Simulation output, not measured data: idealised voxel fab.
The name of this process module is voxel gate over fins.
300 nm wide, 5 nm square cells: that's cross-section cut.
For the purposes of this document, a cross-section shall be understood as a grid of square cells, specified as bands listed in top-to-bottom order, each band consisting of one or more rows of cells. Band entry format. Leading values: height of top, height of bottom, nm. Remainder: materials in left-to-right order, each with its width in nm. Special words: "full width" on a single material, which then fills the band edge to edge; "air", empty space. Measure heights from 0. That's the level where, below it, the as-received wafer is all one material. The lowest band is bottomless and extends downward; write it as in "0..down". Width spec "30 to 40" -> top row of cells at first value, bottom row at second value, equal per-row change in between. Any step labelled "no alteration" changed none of the cells in the cross-section. If an empty space has no open way to the top and is at least 8 cells in size, "Enclosed voids" lists it, written width x height at distance, where distance is measured from the left edge and every value is in nm. Heads up: the bit after the settings on a step's line is the simulator's remark on that step. You can add "overlay nm" to a step's line. For a step with a mask, it describes how far the mask lay to the right of its planned position, and a negative number describes a lay to the left. Pairs from here to the end. Each: cross-section before one process step, cross-section after it, the latter only as far down as the lowest band that changed. Under each: the step between, and its settings. Mind that the pairs may be taken from different runs of this module on the same starting wafer; whether a pair continues from the pair above depends on its entry headed "Incoming structure", and it does only where that entry says so.

Incoming structure:
    5..0 = 100 of air / 20 of SiN / 20 of air / 20 of SiN / 20 of air / 20 of SiN / 100 of air
    0..-40 = 100 of air / 5 of SiO2 / 10 of Si / 5 of SiO2 / 20 of air / 5 of SiO2 / 10 of Si / 5 of SiO2 / 20 of air / 5 of SiO2 / 10 of Si / 5 of SiO2 / 100 of air
    -40..-45 = 105 of SiO2 / 10 of Si / 30 of SiO2 / 10 of Si / 30 of SiO2 / 10 of Si / 105 of SiO2
    -45..down = Si full width
    Enclosed voids: none

Post-Step Appearance:
    20..5 = SiO2 full width
    5..0 = 100 of SiO2 / 20 of SiN / 20 of SiO2 / 20 of SiN / 20 of SiO2 / 20 of SiN / 100 of SiO2
    0..-45 = 105 of SiO2 / 10 of Si / 30 of SiO2 / 10 of Si / 30 of SiO2 / 10 of Si / 105 of SiO2
    Everything under -45 stays put, no change at all.
    Enclosed voids: none
Can you say which step sits between the two cross-sections above? FILL_DEP | material SiO2 | thk nm 15

Incoming structure: Reference is made to the cross-section shown after the step in the pair directly above, which represents the state prior to this step.

Post-Step Appearance:
    5..0 = 100 of SiO2 / 20 of SiN / 20 of SiO2 / 20 of SiN / 20 of SiO2 / 20 of SiN / 100 of SiO2
    Everything under 0 stays put, no change at all.
    Enclosed voids: none
Can you say which step sits between the two cross-sections above? CMP | height nm 5

Incoming structure: Reference is made to the cross-section shown after the step in the pair directly above, which represents the state prior to this step.

Post-Step Appearance:
    5..0 = 100 of air / 20 of SiN / 20 of air / 20 of SiN / 20 of air / 20 of SiN / 100 of air
    0..-15 = 105 of air / 10 of Si / 30 of air / 10 of Si / 30 of air / 10 of Si / 105 of air
    Everything under -15 stays put, no change at all.
    Enclosed voids: none
Can you say which step sits between the two cross-sections above? SELECTIVE_ETCH | etch materials SiO2 | depth nm 20

Incoming structure: Reference is made to the cross-section shown after the step in the pair directly above, which represents the state prior to this step.

Post-Step Appearance:
    0..-15 = 105 of air / 10 of Si / 30 of air / 10 of Si / 30 of air / 10 of Si / 105 of air
    Everything under -15 stays put, no change at all.
    Enclosed voids: none
Can you say which step sits between the two cross-sections above? STRIP | etch materials SiN

Incoming structure: Reference is made to the cross-section shown after the step in the pair directly above, which represents the state prior to this step.

Post-Step Appearance:
    5..0 = 100 of air / 20 of HfO2 / 20 of air / 20 of HfO2 / 20 of air / 20 of HfO2 / 100 of air
    0..-10 = 100 of air / 5 of HfO2 / 10 of Si / 5 of HfO2 / 20 of air / 5 of HfO2 / 10 of Si / 5 of HfO2 / 20 of air / 5 of HfO2 / 10 of Si / 5 of HfO2 / 100 of air
    -10..-15 = 105 of HfO2 / 10 of Si / 30 of HfO2 / 10 of Si / 30 of HfO2 / 10 of Si / 105 of HfO2
    Everything under -15 stays put, no change at all.
    Enclosed voids: none
Can you say which step sits between the two cross-sections above? CONFORMAL_DEP | material HfO2 | thk nm 5

Incoming structure: Reference is made to the cross-section shown after the step in the pair directly above, which represents the state prior to this step.

Post-Step Appearance:
    10..5 = 95 of air / 30 of TiN / 10 of air / 30 of TiN / 10 of air / 30 of TiN / 95 of air
    5..0 = 95 of air / 5 of TiN / 20 of HfO2 / 5 of TiN / 10 of air / 5 of TiN / 20 of HfO2 / 5 of TiN / 10 of air / 5 of TiN / 20 of HfO2 / 5 of TiN / 95 of air
    0..-5 = 95 of air / 5 of TiN / 5 of HfO2 / 10 of Si / 5 of HfO2 / 5 of TiN / 10 of air / 5 of TiN / 5 of HfO2 / 10 of Si / 5 of HfO2 / 5 of TiN / 10 of air / 5 of TiN / 5 of HfO2 / 10 of Si / 5 of HfO2 / 5 of TiN / 95 of air
    -5..-10 = 100 of TiN / 5 of HfO2 / 10 of Si / 5 of HfO2 / 20 of TiN / 5 of HfO2 / 10 of Si / 5 of HfO2 / 20 of TiN / 5 of HfO2 / 10 of Si / 5 of HfO2 / 100 of TiN
    Everything under -10 stays put, no change at all.
    Enclosed voids: none
Can you say which step sits between the two cross-sections above? CONFORMAL_DEP | material TiN | thk nm 5

Incoming structure: Reference is made to the cross-section shown after the step in the pair directly above, which represents the state prior to this step.

Post-Step Appearance:
    25..10 = W full width
    10..5 = 95 of W / 30 of TiN / 10 of W / 30 of TiN / 10 of W / 30 of TiN / 95 of W
    5..0 = 95 of W / 5 of TiN / 20 of HfO2 / 5 of TiN / 10 of W / 5 of TiN / 20 of HfO2 / 5 of TiN / 10 of W / 5 of TiN / 20 of HfO2 / 5 of TiN / 95 of W
    0..-5 = 95 of W / 5 of TiN / 5 of HfO2 / 10 of Si / 5 of HfO2 / 5 of TiN / 10 of W / 5 of TiN / 5 of HfO2 / 10 of Si / 5 of HfO2 / 5 of TiN / 10 of W / 5 of TiN / 5 of HfO2 / 10 of Si / 5 of HfO2 / 5 of TiN / 95 of W
    Everything under -5 stays put, no change at all.
    Enclosed voids: none
Can you say which step sits between the two cross-sections above? FILL_DEP | material W | thk nm 15

Incoming structure: Reference is made to the cross-section shown after the step in the pair directly above, which represents the state prior to this step.

Post-Step Appearance:
    20..10 = W full width
    Everything under 10 stays put, no change at all.
    Enclosed voids: none
Can you say which step sits between the two cross-sections above? CMP | height nm 20

Incoming structure: Reference is made to the cross-section shown after the step in the pair directly above, which represents the state prior to this step.

Post-Step Appearance:
    25..20 = SiN full width
    Everything under 20 stays put, no change at all.
    Enclosed voids: none
Can you say which step sits between the two cross-sections above? CONFORMAL_DEP | material SiN | thk nm 5

Incoming structure:
    5..0 = SiN full width
    0..down = Si full width
    Enclosed voids: none

Post-Step Appearance:
    5..0 = 90 of air / 15 of SiN / 25 of air / 15 of SiN / 25 of air / 15 of SiN / 115 of air
    Everything under 0 stays put, no change at all.
    Enclosed voids: none
Can you say which step sits between the two cross-sections above? MASKED_ETCH | tone cover | mask id FINS | width nm 15 | pitch nm 40 | etch materials SiN | depth nm 5 | overlay nm -10

Incoming structure: Reference is made to the cross-section shown after the step in the pair directly above, which represents the state prior to this step.

Post-Step Appearance:
    5..0 = 90 of air / 15 of SiN / 25 of air / 15 of SiN / 25 of air / 15 of SiN / 115 of air
    0..-40 = 90 of air / 25 of Si / 15 of air / 25 of Si / 15 of air / 25 of Si / 105 of air
    Everything under -40 stays put, no change at all.
    Enclosed voids: none
Can you say which step sits between the two cross-sections above? MASKED_ETCH | tone cover | mask id FINS | width nm 15 | pitch nm 40 | etch materials Si | depth nm 40 | overlay nm 0

Incoming structure: Reference is made to the cross-section shown after the step in the pair directly above, which represents the state prior to this step.

Post-Step Appearance:
    5..0 = 90 of air / 15 of SiN / 25 of air / 15 of SiN / 25 of air / 15 of SiN / 115 of air
    0..-5 = 90 of air / 5 of SiO2 / 5 of Si / 15 of SiO2 / 15 of air / 5 of SiO2 / 5 of Si / 15 of SiO2 / 15 of air / 5 of SiO2 / 5 of Si / 15 of SiO2 / 105 of air
    -5..-40 = 90 of air / 5 of SiO2 / 15 of Si / 5 of SiO2 / 15 of air / 5 of SiO2 / 15 of Si / 5 of SiO2 / 15 of air / 5 of SiO2 / 15 of Si / 5 of SiO2 / 105 of air
    -40..-45 = 95 of SiO2 / 15 of Si / 25 of SiO2 / 15 of Si / 25 of SiO2 / 15 of Si / 110 of SiO2
    Everything under -45 stays put, no change at all.
    Enclosed voids: none
Can you say which step sits between the two cross-sections above? OXIDIZE | depth nm 5

Incoming structure: Reference is made to the cross-section shown after the step in the pair directly above, which represents the state prior to this step.

Post-Step Appearance:
    20..5 = SiO2 full width
    5..0 = 90 of SiO2 / 15 of SiN / 25 of SiO2 / 15 of SiN / 25 of SiO2 / 15 of SiN / 115 of SiO2
    0..-5 = 95 of SiO2 / 5 of Si / 35 of SiO2 / 5 of Si / 35 of SiO2 / 5 of Si / 120 of SiO2
    -5..-45 = 95 of SiO2 / 15 of Si / 25 of SiO2 / 15 of Si / 25 of SiO2 / 15 of Si / 110 of SiO2
    Everything under -45 stays put, no change at all.
    Enclosed voids: none
Can you say which step sits between the two cross-sections above? FILL_DEP | material SiO2 | thk nm 15

Incoming structure: Reference is made to the cross-section shown after the step in the pair directly above, which represents the state prior to this step.

Post-Step Appearance:
    5..0 = 90 of SiO2 / 15 of SiN / 25 of SiO2 / 15 of SiN / 25 of SiO2 / 15 of SiN / 115 of SiO2
    Everything under 0 stays put, no change at all.
    Enclosed voids: none
Can you say which step sits between the two cross-sections above? CMP | height nm 5

Incoming structure: Reference is made to the cross-section shown after the step in the pair directly above, which represents the state prior to this step.

Post-Step Appearance:
    5..0 = 90 of air / 15 of SiN / 25 of air / 15 of SiN / 25 of air / 15 of SiN / 115 of air
    0..-5 = 95 of air / 5 of Si / 35 of air / 5 of Si / 35 of air / 5 of Si / 120 of air
    -5..-15 = 95 of air / 15 of Si / 25 of air / 15 of Si / 25 of air / 15 of Si / 110 of air
    Everything under -15 stays put, no change at all.
    Enclosed voids: none
Can you say which step sits between the two cross-sections above? SELECTIVE_ETCH | etch materials SiO2 | depth nm 20

Incoming structure: Reference is made to the cross-section shown after the step in the pair directly above, which represents the state prior to this step.

Post-Step Appearance:
    0..-5 = 95 of air / 5 of Si / 35 of air / 5 of Si / 35 of air / 5 of Si / 120 of air
    Everything under -5 stays put, no change at all.
    Enclosed voids: none
Can you say which step sits between the two cross-sections above? STRIP | etch materials SiN

Incoming structure: Reference is made to the cross-section shown after the step in the pair directly above, which represents the state prior to this step.

Post-Step Appearance:
    5..0 = 90 of air / 15 of HfO2 / 25 of air / 15 of HfO2 / 25 of air / 15 of HfO2 / 115 of air
    0..-10 = 90 of air / 5 of HfO2 / 5 to 15 of Si / 15 to 5 of HfO2 / 15 of air / 5 of HfO2 / 5 to 15 of Si / 15 to 5 of HfO2 / 15 of air / 5 of HfO2 / 5 to 15 of Si / 15 to 5 of HfO2 / 105 of air
    -10..-15 = 95 of HfO2 / 15 of Si / 25 of HfO2 / 15 of Si / 25 of HfO2 / 15 of Si / 110 of HfO2
    Everything under -15 stays put, no change at all.
    Enclosed voids: none
Can you say which step sits between the two cross-sections above? CONFORMAL_DEP | material HfO2 | thk nm 5

Incoming structure: Reference is made to the cross-section shown after the step in the pair directly above, which represents the state prior to this step.

Post-Step Appearance:
    10..5 = 85 of air / 25 of TiN / 15 of air / 25 of TiN / 15 of air / 25 of TiN / 110 of air
    5..0 = 85 of air / 5 of TiN / 15 of HfO2 / 15 of TiN / 5 of air / 5 of TiN / 15 of HfO2 / 15 of TiN / 5 of air / 5 of TiN / 15 of HfO2 / 15 of TiN / 100 of air
    0..-5 = 85 of air / 5 of TiN / 5 of HfO2 / 5 of Si / 15 of HfO2 / 5 of TiN / 5 of air / 5 of TiN / 5 of HfO2 / 5 of Si / 15 of HfO2 / 5 of TiN / 5 of air / 5 of TiN / 5 of HfO2 / 5 of Si / 15 of HfO2 / 5 of TiN / 100 of air
    -5..-10 = 90 of TiN / 5 of HfO2 / 15 of Si / 5 of HfO2 / 15 of TiN / 5 of HfO2 / 15 of Si / 5 of HfO2 / 15 of TiN / 5 of HfO2 / 15 of Si / 5 of HfO2 / 105 of TiN
    Everything under -10 stays put, no change at all.
    Enclosed voids: none
Can you say which step sits between the two cross-sections above? CONFORMAL_DEP | material TiN | thk nm 5

Incoming structure: Reference is made to the cross-section shown after the step in the pair directly above, which represents the state prior to this step.

Post-Step Appearance:
    25..10 = W full width
    10..5 = 85 of W / 25 of TiN / 15 of W / 25 of TiN / 15 of W / 25 of TiN / 110 of W
    5..0 = 85 of W / 5 of TiN / 15 of HfO2 / 15 of TiN / 5 of W / 5 of TiN / 15 of HfO2 / 15 of TiN / 5 of W / 5 of TiN / 15 of HfO2 / 15 of TiN / 100 of W
    0..-5 = 85 of W / 5 of TiN / 5 of HfO2 / 5 of Si / 15 of HfO2 / 5 of TiN / 5 of W / 5 of TiN / 5 of HfO2 / 5 of Si / 15 of HfO2 / 5 of TiN / 5 of W / 5 of TiN / 5 of HfO2 / 5 of Si / 15 of HfO2 / 5 of TiN / 100 of W
    Everything under -5 stays put, no change at all.
    Enclosed voids: none
Can you say which step sits between the two cross-sections above? FILL_DEP | material W | thk nm 15

Incoming structure: Reference is made to the cross-section shown after the step in the pair directly above, which represents the state prior to this step.

Post-Step Appearance:
    20..10 = W full width
    Everything under 10 stays put, no change at all.
    Enclosed voids: none
Can you say which step sits between the two cross-sections above? CMP | height nm 20

Incoming structure: Reference is made to the cross-section shown after the step in the pair directly above, which represents the state prior to this step.

Post-Step Appearance:
    25..20 = SiN full width
    Everything under 20 stays put, no change at all.
    Enclosed voids: none
Can you say which step sits between the two cross-sections above? CONFORMAL_DEP | material SiN | thk nm 5

Incoming structure:
    0..down = Si full width
    Enclosed voids: none

Post-Step Appearance:
    5..0 = HfO2 full width
    Everything under 0 stays put, no change at all.
    Enclosed voids: none
Can you say which step sits between the two cross-sections above? CONFORMAL_DEP | material HfO2 | thk nm 5

Incoming structure: Reference is made to the cross-section shown after the step in the pair directly above, which represents the state prior to this step.

Post-Step Appearance:
    20..5 = SiO2 full width
    Everything under 5 stays put, no change at all.
    Enclosed voids: none
Can you say which step sits between the two cross-sections above? FILL_DEP | material SiO2 | thk nm 15

Incoming structure: Reference is made to the cross-section shown after the step in the pair directly above, which represents the state prior to this step.

Post-Step Appearance:
    5..0 = HfO2 full width
    Everything under 0 stays put, no change at all.
    Enclosed voids: none
Can you say which step sits between the two cross-sections above? CMP | height nm 5

Incoming structure: Reference is made to the cross-section shown after the step in the pair directly above, which represents the state prior to this step.

Post-Step Appearance:
    10..0 = HfO2 full width
    Everything under 0 stays put, no change at all.
    Enclosed voids: none
Can you say which step sits between the two cross-sections above? CONFORMAL_DEP | material HfO2 | thk nm 5

Incoming structure: Reference is made to the cross-section shown after the step in the pair directly above, which represents the state prior to this step.

Post-Step Appearance:
    15..10 = TiN full width
    Everything under 10 stays put, no change at all.
    Enclosed voids: none
Can you say which step sits between the two cross-sections above? CONFORMAL_DEP | material TiN | thk nm 5

Incoming structure: Reference is made to the cross-section shown after the step in the pair directly above, which represents the state prior to this step.

Post-Step Appearance:
    30..15 = W full width
    Everything under 15 stays put, no change at all.
    Enclosed voids: none
Can you say which step sits between the two cross-sections above? FILL_DEP | material W | thk nm 15

Incoming structure: Reference is made to the cross-section shown after the step in the pair directly above, which represents the state prior to this step.

Post-Step Appearance:
    20..15 = W full width
    Everything under 15 stays put, no change at all.
    Enclosed voids: none
Can you say which step sits between the two cross-sections above? CMP | height nm 20

Incoming structure: Reference is made to the cross-section shown after the step in the pair directly above, which represents the state prior to this step.

Post-Step Appearance:
    25..20 = SiN full width
    Everything under 20 stays put, no change at all.
    Enclosed voids: none
Can you say which step sits between the two cross-sections above? CONFORMAL_DEP | material SiN | thk nm 5

Incoming structure:
    5..0 = SiN full width
    0..down = Si full width
    Enclosed voids: none

Post-Step Appearance:
    5..0 = 100 of SiN / 15 of air / 25 of SiN / 15 of air / 25 of SiN / 15 of air / 105 of SiN
    Everything under 0 stays put, no change at all.
    Enclosed voids: none
Can you say which step sits between the two cross-sections above? MASKED_ETCH | tone open | mask id FINS | width nm 15 | pitch nm 40 | etch materials SiN | depth nm 5 | overlay nm 0

Incoming structure: Reference is made to the cross-section shown after the step in the pair directly above, which represents the state prior to this step.

Post-Step Appearance:
    5..0 = 100 of SiN / 15 of air / 25 of SiN / 15 of air / 25 of SiN / 15 of air / 105 of SiN
    0..-5 = 95 of Si / 25 of SiO2 / 15 of Si / 25 of SiO2 / 15 of Si / 25 of SiO2 / 100 of Si
    Everything under -5 stays put, no change at all.
    Enclosed voids: none
Can you say which step sits between the two cross-sections above? OXIDIZE | depth nm 5

Incoming structure: Reference is made to the cross-section shown after the step in the pair directly above, which represents the state prior to this step.

Post-Step Appearance:
    20..5 = SiO2 full width
    5..0 = 100 of SiN / 15 of SiO2 / 25 of SiN / 15 of SiO2 / 25 of SiN / 15 of SiO2 / 105 of SiN
    Everything under 0 stays put, no change at all.
    Enclosed voids: none
Can you say which step sits between the two cross-sections above? FILL_DEP | material SiO2 | thk nm 15

Incoming structure: Reference is made to the cross-section shown after the step in the pair directly above, which represents the state prior to this step.

Post-Step Appearance:
    5..0 = 100 of SiN / 15 of SiO2 / 25 of SiN / 15 of SiO2 / 25 of SiN / 15 of SiO2 / 105 of SiN
    Everything under 0 stays put, no change at all.
    Enclosed voids: none
Can you say which step sits between the two cross-sections above? CMP | height nm 5

Incoming structure: Reference is made to the cross-section shown after the step in the pair directly above, which represents the state prior to this step.

Post-Step Appearance:
    5..0 = 100 of SiN / 15 of air / 25 of SiN / 15 of air / 25 of SiN / 15 of air / 105 of SiN
    0..-5 = 95 of Si / 25 of air / 15 of Si / 25 of air / 15 of Si / 25 of air / 100 of Si
    Everything under -5 stays put, no change at all.
    Enclosed voids: none
Can you say which step sits between the two cross-sections above? SELECTIVE_ETCH | etch materials SiO2 | depth nm 20

Incoming structure: Reference is made to the cross-section shown after the step in the pair directly above, which represents the state prior to this step.

Post-Step Appearance:
    0..-5 = 95 of Si / 25 of air / 15 of Si / 25 of air / 15 of Si / 25 of air / 100 of Si
    Everything under -5 stays put, no change at all.
    Enclosed voids: none
Can you say which step sits between the two cross-sections above? STRIP | etch materials SiN

Incoming structure: Reference is made to the cross-section shown after the step in the pair directly above, which represents the state prior to this step.

Post-Step Appearance:
    5..0 = 100 of HfO2 / 15 of air / 25 of HfO2 / 15 of air / 25 of HfO2 / 15 of air / 105 of HfO2
    0..-5 = 95 of Si / 25 of HfO2 / 15 of Si / 25 of HfO2 / 15 of Si / 25 of HfO2 / 100 of Si
    Everything under -5 stays put, no change at all.
    Enclosed voids: none
Can you say which step sits between the two cross-sections above? CONFORMAL_DEP | material HfO2 | thk nm 5

Incoming structure: Reference is made to the cross-section shown after the step in the pair directly above, which represents the state prior to this step.

Post-Step Appearance:
    10..5 = 105 of TiN / 5 of air / 35 of TiN / 5 of air / 35 of TiN / 5 of air / 110 of TiN
    5..0 = 100 of HfO2 / 15 of TiN / 25 of HfO2 / 15 of TiN / 25 of HfO2 / 15 of TiN / 105 of HfO2
    Everything under 0 stays put, no change at all.
    Enclosed voids: none
Can you say which step sits between the two cross-sections above? CONFORMAL_DEP | material TiN | thk nm 5

Incoming structure: Reference is made to the cross-section shown after the step in the pair directly above, which represents the state prior to this step.

Post-Step Appearance:
    25..10 = W full width
    10..5 = 105 of TiN / 5 of W / 35 of TiN / 5 of W / 35 of TiN / 5 of W / 110 of TiN
    Everything under 5 stays put, no change at all.
    Enclosed voids: none
Can you say which step sits between the two cross-sections above? FILL_DEP | material W | thk nm 15

Incoming structure: Reference is made to the cross-section shown after the step in the pair directly above, which represents the state prior to this step.

Post-Step Appearance:
    20..10 = W full width
    Everything under 10 stays put, no change at all.
    Enclosed voids: none
Can you say which step sits between the two cross-sections above? CMP | height nm 20

Incoming structure: Reference is made to the cross-section shown after the step in the pair directly above, which represents the state prior to this step.

Post-Step Appearance:
    25..20 = SiN full width
    Everything under 20 stays put, no change at all.
    Enclosed voids: none
Can you say which step sits between the two cross-sections above? CONFORMAL_DEP | material SiN | thk nm 5
